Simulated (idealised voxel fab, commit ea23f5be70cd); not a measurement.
process module | voxel gate over fins
cross-section cut | 270 nm wide | cells 5 nm
A cross-section is a grid of square cells, given in bands from the top down. A band is one or more rows of cells.
Each band's line starts with the height of the band's top and of its bottom, in nm. Then come its materials from left to right, each with its width in nm. One material with "throughout" fills the band from edge to edge. "air" is empty space.
Height 0 is the level under which the wafer as received is all one material. The lowest band goes on downwards, as in "0 down".
A width such as "30 to 40" changes by the same amount from each row of cells to the next, from the band's top row to its bottom row.
"no change" after a step means that no cell of the cross-section changed.
closed voids: empty space of 8 cells or more with no open way to the top, each as width x height at its distance from the left edge, in nm
after a step's settings: what the simulator itself notes on the step
overlay nm, on a step with a mask: how far to the right of its planned place the mask lay; to the left if negative
plan
1 op RECEIVE | material Si
2 op CONFORMAL_DEP | material SiN | thk nm 10
3 op DIRECTIONAL_DEP | material aC | thk nm 15
4 op PATTERN | tone cover | mask id FINS | material resist | width nm 15 | pitch nm 45 | thk nm 30 | overlay nm 0
5 op DIRECTIONAL_ETCH | etch materials aC | depth nm 15
6 op STRIP | etch materials resist
7 op DIRECTIONAL_ETCH | etch materials SiN | depth nm 10
8 op DIRECTIONAL_ETCH | etch materials Si | depth nm 30
9 op STRIP | etch materials aC
10 op FILL_DEP | material SiO2 | thk nm 10
11 op CMP | height nm 10
12 op SELECTIVE_ETCH | etch materials SiO2 | depth nm 25
13 op STRIP | etch materials SiN
14 op CONFORMAL_DEP | material HfO2 | thk nm 5
15 op CONFORMAL_DEP | material TiN | thk nm 5
16 op FILL_DEP | material W | thk nm 10
17 op CMP | height nm 15
18 op CONFORMAL_DEP | material SiCN | thk nm 10
first wafer, as planned
as received, after step 1
  0 down: Si throughout
  closed voids: none
after step 2
  10 to 0: SiN throughout
  below 0: unchanged
after step 3
  25 to 10: aC throughout
  below 10: unchanged
after step 4
  55 to 25: air 60 | resist 15 | air 30 | resist 15 | air 30 | resist 15 | air 30 | resist 15 | air 60
  below 25: unchanged
after step 5
  40 to 25: air 60 | resist 15 | air 30 | resist 15 | air 30 | resist 15 | air 30 | resist 15 | air 60
  25 to 10: air 60 | aC 15 | air 30 | aC 15 | air 30 | aC 15 | air 30 | aC 15 | air 60
  below 10: unchanged
after step 6
  25 to 10: air 60 | aC 15 | air 30 | aC 15 | air 30 | aC 15 | air 30 | aC 15 | air 60
  below 10: unchanged
after step 7
  25 to 10: air 60 | aC 15 | air 30 | aC 15 | air 30 | aC 15 | air 30 | aC 15 | air 60
  10 to 0: air 60 | SiN 15 | air 30 | SiN 15 | air 30 | SiN 15 | air 30 | SiN 15 | air 60
  below 0: unchanged
after step 8
  25 to 10: air 60 | aC 15 | air 30 | aC 15 | air 30 | aC 15 | air 30 | aC 15 | air 60
  10 to 0: air 60 | SiN 15 | air 30 | SiN 15 | air 30 | SiN 15 | air 30 | SiN 15 | air 60
  0 to -30: air 60 | Si 15 | air 30 | Si 15 | air 30 | Si 15 | air 30 | Si 15 | air 60
  below -30: unchanged
after step 9
  10 to 0: air 60 | SiN 15 | air 30 | SiN 15 | air 30 | SiN 15 | air 30 | SiN 15 | air 60
  below 0: unchanged
after step 10
  20 to 10: SiO2 throughout
  10 to 0: SiO2 60 | SiN 15 | SiO2 30 | SiN 15 | SiO2 30 | SiN 15 | SiO2 30 | SiN 15 | SiO2 60
  0 to -30: SiO2 60 | Si 15 | SiO2 30 | Si 15 | SiO2 30 | Si 15 | SiO2 30 | Si 15 | SiO2 60
  below -30: unchanged
after step 11
  10 to 0: SiO2 60 | SiN 15 | SiO2 30 | SiN 15 | SiO2 30 | SiN 15 | SiO2 30 | SiN 15 | SiO2 60
  below 0: unchanged
after step 12
  10 to 0: air 60 | SiN 15 | air 30 | SiN 15 | air 30 | SiN 15 | air 30 | SiN 15 | air 60
  0 to -15: air 60 | Si 15 | air 30 | Si 15 | air 30 | Si 15 | air 30 | Si 15 | air 60
  below -15: unchanged
after step 13
  0 to -15: air 60 | Si 15 | air 30 | Si 15 | air 30 | Si 15 | air 30 | Si 15 | air 60
  below -15: unchanged
after step 14
  5 to 0: air 55 | HfO2 25 | air 20 | HfO2 25 | air 20 | HfO2 25 | air 20 | HfO2 25 | air 55
  0 to -10: air 55 | HfO2 5 | Si 15 | HfO2 5 | air 20 | HfO2 5 | Si 15 | HfO2 5 | air 20 | HfO2 5 | Si 15 | HfO2 5 | air 20 | HfO2 5 | Si 15 | HfO2 5 | air 55
  -10 to -15: HfO2 60 | Si 15 | HfO2 30 | Si 15 | HfO2 30 | Si 15 | HfO2 30 | Si 15 | HfO2 60
  below -15: unchanged
after step 15
  10 to 5: air 50 | TiN 35 | air 10 | TiN 35 | air 10 | TiN 35 | air 10 | TiN 35 | air 50
  5 to 0: air 50 | TiN 5 | HfO2 25 | TiN 5 | air 10 | TiN 5 | HfO2 25 | TiN 5 | air 10 | TiN 5 | HfO2 25 | TiN 5 | air 10 | TiN 5 | HfO2 25 | TiN 5 | air 50
  0 to -5: air 50 | TiN 5 | HfO2 5 | Si 15 | HfO2 5 | TiN 5 | air 10 | TiN 5 | HfO2 5 | Si 15 | HfO2 5 | TiN 5 | air 10 | TiN 5 | HfO2 5 | Si 15 | HfO2 5 | TiN 5 | air 10 | TiN 5 | HfO2 5 | Si 15 | HfO2 5 | TiN 5 | air 50
  -5 to -10: TiN 55 | HfO2 5 | Si 15 | HfO2 5 | TiN 20 | HfO2 5 | Si 15 | HfO2 5 | TiN 20 | HfO2 5 | Si 15 | HfO2 5 | TiN 20 | HfO2 5 | Si 15 | HfO2 5 | TiN 55
  below -10: unchanged
after step 16
  20 to 10: W throughout
  10 to 5: W 50 | TiN 35 | W 10 | TiN 35 | W 10 | TiN 35 | W 10 | TiN 35 | W 50
  5 to 0: W 50 | TiN 5 | HfO2 25 | TiN 5 | W 10 | TiN 5 | HfO2 25 | TiN 5 | W 10 | TiN 5 | HfO2 25 | TiN 5 | W 10 | TiN 5 | HfO2 25 | TiN 5 | W 50
  0 to -5: W 50 | TiN 5 | HfO2 5 | Si 15 | HfO2 5 | TiN 5 | W 10 | TiN 5 | HfO2 5 | Si 15 | HfO2 5 | TiN 5 | W 10 | TiN 5 | HfO2 5 | Si 15 | HfO2 5 | TiN 5 | W 10 | TiN 5 | HfO2 5 | Si 15 | HfO2 5 | TiN 5 | W 50
  below -5: unchanged
after step 17
  15 to 10: W throughout
  below 10: unchanged
after step 18
  25 to 15: SiCN throughout
  below 15: unchanged
second wafer: like start, like plan, one mistake. Through step 3 it matches the first wafer
when step 4 should have ended
  55 to 25: resist 60 | air 15 | resist 30 | air 15 | resist 30 | air 15 | resist 30 | air 15 | resist 60
  below 25: unchanged
when step 5 should have ended
  40 to 25: resist 60 | air 15 | resist 30 | air 15 | resist 30 | air 15 | resist 30 | air 15 | resist 60
  25 to 10: aC 60 | air 15 | aC 30 | air 15 | aC 30 | air 15 | aC 30 | air 15 | aC 60
  below 10: unchanged
when step 6 should have ended
  25 to 10: aC 60 | air 15 | aC 30 | air 15 | aC 30 | air 15 | aC 30 | air 15 | aC 60
  below 10: unchanged
when step 7 should have ended
  25 to 10: aC 60 | air 15 | aC 30 | air 15 | aC 30 | air 15 | aC 30 | air 15 | aC 60
  10 to 0: SiN 60 | air 15 | SiN 30 | air 15 | SiN 30 | air 15 | SiN 30 | air 15 | SiN 60
  below 0: unchanged
when step 8 should have ended
  25 to 10: aC 60 | air 15 | aC 30 | air 15 | aC 30 | air 15 | aC 30 | air 15 | aC 60
  10 to 0: SiN 60 | air 15 | SiN 30 | air 15 | SiN 30 | air 15 | SiN 30 | air 15 | SiN 60
  0 to -30: Si 60 | air 15 | Si 30 | air 15 | Si 30 | air 15 | Si 30 | air 15 | Si 60
  below -30: unchanged
when step 9 should have ended
  10 to 0: SiN 60 | air 15 | SiN 30 | air 15 | SiN 30 | air 15 | SiN 30 | air 15 | SiN 60
  below 0: unchanged
when step 10 should have ended
  20 to 10: SiO2 throughout
  10 to 0: SiN 60 | SiO2 15 | SiN 30 | SiO2 15 | SiN 30 | SiO2 15 | SiN 30 | SiO2 15 | SiN 60
  0 to -30: Si 60 | SiO2 15 | Si 30 | SiO2 15 | Si 30 | SiO2 15 | Si 30 | SiO2 15 | Si 60
  below -30: unchanged
when step 11 should have ended
  10 to 0: SiN 60 | SiO2 15 | SiN 30 | SiO2 15 | SiN 30 | SiO2 15 | SiN 30 | SiO2 15 | SiN 60
  below 0: unchanged
when step 12 should have ended
  10 to 0: SiN 60 | air 15 | SiN 30 | air 15 | SiN 30 | air 15 | SiN 30 | air 15 | SiN 60
  0 to -15: Si 60 | air 15 | Si 30 | air 15 | Si 30 | air 15 | Si 30 | air 15 | Si 60
  below -15: unchanged
when step 13 should have ended
  0 to -15: Si 60 | air 15 | Si 30 | air 15 | Si 30 | air 15 | Si 30 | air 15 | Si 60
  below -15: unchanged
when step 14 should have ended
  5 to 0: HfO2 65 | air 5 | HfO2 40 | air 5 | HfO2 40 | air 5 | HfO2 40 | air 5 | HfO2 65
  0 to -10: Si 60 | HfO2 5 | air 5 | HfO2 5 | Si 30 | HfO2 5 | air 5 | HfO2 5 | Si 30 | HfO2 5 | air 5 | HfO2 5 | Si 30 | HfO2 5 | air 5 | HfO2 5 | Si 60
  -10 to -15: Si 60 | HfO2 15 | Si 30 | HfO2 15 | Si 30 | HfO2 15 | Si 30 | HfO2 15 | Si 60
  below -15: unchanged
when step 15 should have ended
  10 to 5: TiN throughout
  5 to 0: HfO2 65 | TiN 5 | HfO2 40 | TiN 5 | HfO2 40 | TiN 5 | HfO2 40 | TiN 5 | HfO2 65
  0 to -10: Si 60 | HfO2 5 | TiN 5 | HfO2 5 | Si 30 | HfO2 5 | TiN 5 | HfO2 5 | Si 30 | HfO2 5 | TiN 5 | HfO2 5 | Si 30 | HfO2 5 | TiN 5 | HfO2 5 | Si 60
  below -10: unchanged
when step 16 should have ended
  20 to 10: W throughout
  below 10: unchanged
when step 17 should have ended
  15 to 10: W throughout
  below 10: unchanged
when step 18 should have ended
  25 to 15: SiCN throughout
  below 15: unchanged
what went wrong: step 4 ran as: op PATTERN | tone open | mask id FINS | material resist | width nm 15 | pitch nm 45 | thk nm 30 | overlay nm 0
at the end the second wafer has, in cells: 180 more of Si | 90 fewer of SiO2 | 12 fewer of TiN | 78 fewer of W
